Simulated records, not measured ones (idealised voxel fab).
The following is a process module called voxel self aligned vias.
Section cut is 145 nm wide and gridded with 5 nm square cells.
In this document a cross-section is written as a grid of square cells. It is given as a series of bands, listed from the top down, and a band is one or more rows of cells. In this notation a band is specified by the heights of its top and bottom, in that order and in nm, after which its materials appear from left to right, each paired with its width in nm. The word "edge to edge" attached to a single material means that material fills the band from edge to edge; the word "empty" stands for empty space. Height reference: 0 = level under which incoming wafer is all one material. Lowest band: no bottom, runs on downward, e.g. "z 0 and below". So if you see something like "30->40" for the width, read it as the top row of the band sitting at the first number and the bottom row at the second, with every row in between moving by the same amount as the last. When a step is marked "remains unaltered", none of the cells in the cross-section changed during that step. "Voids lacking openings": empty spaces of 8 cells or more with no open way to the top, each given as width x height at distance, distance from the left edge, all in nm. On each step's line, the part that comes after the settings is the simulator's own comment on the step. overlay nm: how far to the right of its planned place the mask lay on this masked step (negative: to the left).
# Listed below are the process steps as planned
step 1: RECEIVE with material Si
step 2: CONFORMAL_DEP with material SiO2, thk nm 10
step 3: CONFORMAL_DEP with material SiCN, thk nm 5
step 4: DIRECTIONAL_DEP with material SiO2, thk nm 30
step 5: MASKED_ETCH with tone open, mask id LINES, width nm 30, pitch nm 55, etch materials SiO2, depth nm 30, overlay nm 0
step 6: CONFORMAL_DEP with material TiN, thk nm 5
step 7: FILL_DEP with material W, thk nm 5
step 8: CMP with height nm 45
step 9: SELECTIVE_ETCH with etch materials W Ru TiN, depth nm 5
step 10: FILL_DEP with material SiN, thk nm 5
step 11: CMP with height nm 45
step 12: DIRECTIONAL_DEP with material SiO2, thk nm 15
step 13: MASKED_ETCH with tone open, mask id VIAS, width nm 40, etch materials SiO2, depth nm 15, overlay nm 0
step 14: MASKED_ETCH with tone open, mask id VIAS, width nm 40, etch materials SiN, depth nm 5, overlay nm 0
step 15: CONFORMAL_DEP with material TiN, thk nm 5
step 16: FILL_DEP with material Ru, thk nm 5
step 17: CMP with height nm 60
step 18: CONFORMAL_DEP with material SiN, thk nm 5
# First wafer, two in total, run as planned
# Wafer cross-section on receipt, i.e. after step 1
z 0 and below: Si edge to edge
Voids lacking openings: none
# The wafer, seen in cross-section, after step 2
z 10 to 0: SiO2 edge to edge
Anything lower than 0 is untouched.
# The wafer, seen in cross-section, after step 3
z 15 to 10: SiCN edge to edge
Anything lower than 10 is untouched.
# The wafer, seen in cross-section, after step 4
z 45 to 15: SiO2 edge to edge
Anything lower than 15 is untouched.
# The wafer, seen in cross-section, after step 5
z 45 to 15: SiO2: 30, empty: 30, SiO2: 25, empty: 30, SiO2: 30
Anything lower than 15 is untouched.
# The wafer, seen in cross-section, after step 6
z 50 to 45: TiN: 35, empty: 20, TiN: 35, empty: 20, TiN: 35
z 45 to 20: SiO2: 30, TiN: 5, empty: 20, TiN: 5, SiO2: 25, TiN: 5, empty: 20, TiN: 5, SiO2: 30
z 20 to 15: SiO2: 30, TiN: 30, SiO2: 25, TiN: 30, SiO2: 30
Anything lower than 15 is untouched.
# The wafer, seen in cross-section, after step 7
z 55 to 50: W edge to edge
z 50 to 45: TiN: 35, W: 20, TiN: 35, W: 20, TiN: 35
z 45 to 20: SiO2: 30, TiN: 5, W: 20, TiN: 5, SiO2: 25, TiN: 5, W: 20, TiN: 5, SiO2: 30
Anything lower than 20 is untouched.
# The wafer, seen in cross-section, after step 8
z 45 to 20: SiO2: 30, TiN: 5, W: 20, TiN: 5, SiO2: 25, TiN: 5, W: 20, TiN: 5, SiO2: 30
Anything lower than 20 is untouched.
# The wafer, seen in cross-section, after step 9
z 45 to 40: SiO2: 30, empty: 30, SiO2: 25, empty: 30, SiO2: 30
Anything lower than 40 is untouched.
# The wafer, seen in cross-section, after step 10
z 50 to 45: SiN edge to edge
z 45 to 40: SiO2: 30, SiN: 30, SiO2: 25, SiN: 30, SiO2: 30
Anything lower than 40 is untouched.
# The wafer, seen in cross-section, after step 11
z 45 to 40: SiO2: 30, SiN: 30, SiO2: 25, SiN: 30, SiO2: 30
Anything lower than 40 is untouched.
# The wafer, seen in cross-section, after step 12
z 60 to 45: SiO2 edge to edge
Anything lower than 45 is untouched.
# The wafer, seen in cross-section, after step 13
z 60 to 45: SiO2: 25, empty: 40, SiO2: 80
Anything lower than 45 is untouched.
# The wafer, seen in cross-section, after step 14
z 60 to 45: SiO2: 25, empty: 40, SiO2: 80
z 45 to 40: SiO2: 30, empty: 30, SiO2: 25, SiN: 30, SiO2: 30
Anything lower than 40 is untouched.
# The wafer, seen in cross-section, after step 15
z 65 to 60: TiN: 30, empty: 30, TiN: 85
z 60 to 50: SiO2: 25, TiN: 5, empty: 30, TiN: 5, SiO2: 80
z 50 to 45: SiO2: 25, TiN: 10, empty: 20, TiN: 10, SiO2: 80
z 45 to 40: SiO2: 30, TiN: 30, SiO2: 25, SiN: 30, SiO2: 30
Anything lower than 40 is untouched.
# The wafer, seen in cross-section, after step 16
z 70 to 65: Ru edge to edge
z 65 to 60: TiN: 30, Ru: 30, TiN: 85
z 60 to 50: SiO2: 25, TiN: 5, Ru: 30, TiN: 5, SiO2: 80
z 50 to 45: SiO2: 25, TiN: 10, Ru: 20, TiN: 10, SiO2: 80
Anything lower than 45 is untouched.
# The wafer, seen in cross-section, after step 17
z 60 to 50: SiO2: 25, TiN: 5, Ru: 30, TiN: 5, SiO2: 80
Anything lower than 50 is untouched.
# The wafer, seen in cross-section, after step 18
z 65 to 60: SiN edge to edge
Anything lower than 60 is untouched.
# What follows concerns the second wafer, which started out like the first and was meant to follow the very same plan; one mistake crept in when it was run, but everything up to and including step 12 is the same as for the first wafer
# Cross-section of the second wafer when, according to plan, step 13 should have finished
z 60 to 45: SiO2: 25, empty: 40, SiO2: 80
z 45 to 40: SiO2: 25, empty: 5, SiN: 30, empty: 5, SiO2: 20, SiN: 30, SiO2: 30
z 40 to 30: SiO2: 25, empty: 5, TiN: 5, W: 20, TiN: 5, empty: 5, SiO2: 20, TiN: 5, W: 20, TiN: 5, SiO2: 30
Anything lower than 30 is untouched.
# Cross-section of the second wafer when, according to plan, step 14 should have finished
z 60 to 45: SiO2: 25, empty: 40, SiO2: 80
z 45 to 40: SiO2: 25, empty: 40, SiO2: 20, SiN: 30, SiO2: 30
Anything lower than 40 is untouched.
# Cross-section of the second wafer when, according to plan, step 15 should have finished
z 65 to 60: TiN: 30, empty: 30, TiN: 85
z 60 to 45: SiO2: 25, TiN: 5, empty: 30, TiN: 5, SiO2: 80
z 45 to 40: SiO2: 25, TiN: 40, SiO2: 20, SiN: 30, SiO2: 30
z 40 to 30: SiO2: 25, TiN: 10, W: 20, TiN: 10, SiO2: 20, TiN: 5, W: 20, TiN: 5, SiO2: 30
Anything lower than 30 is untouched.
# Cross-section of the second wafer when, according to plan, step 16 should have finished
z 70 to 65: Ru edge to edge
z 65 to 60: TiN: 30, Ru: 30, TiN: 85
z 60 to 45: SiO2: 25, TiN: 5, Ru: 30, TiN: 5, SiO2: 80
Anything lower than 45 is untouched.
# Cross-section of the second wafer when, according to plan, step 17 should have finished
z 60 to 45: SiO2: 25, TiN: 5, Ru: 30, TiN: 5, SiO2: 80
Anything lower than 45 is untouched.
# Cross-section of the second wafer when, according to plan, step 18 should have finished
z 65 to 60: SiN edge to edge
Anything lower than 60 is untouched.
Misprocessing identified: yeah, plan step 13 got run twice
Heads up, by the end the second wafer has more or fewer cells of some materials compared to the first: 2 more of Ru | 6 fewer of SiO2 | 4 more of TiN
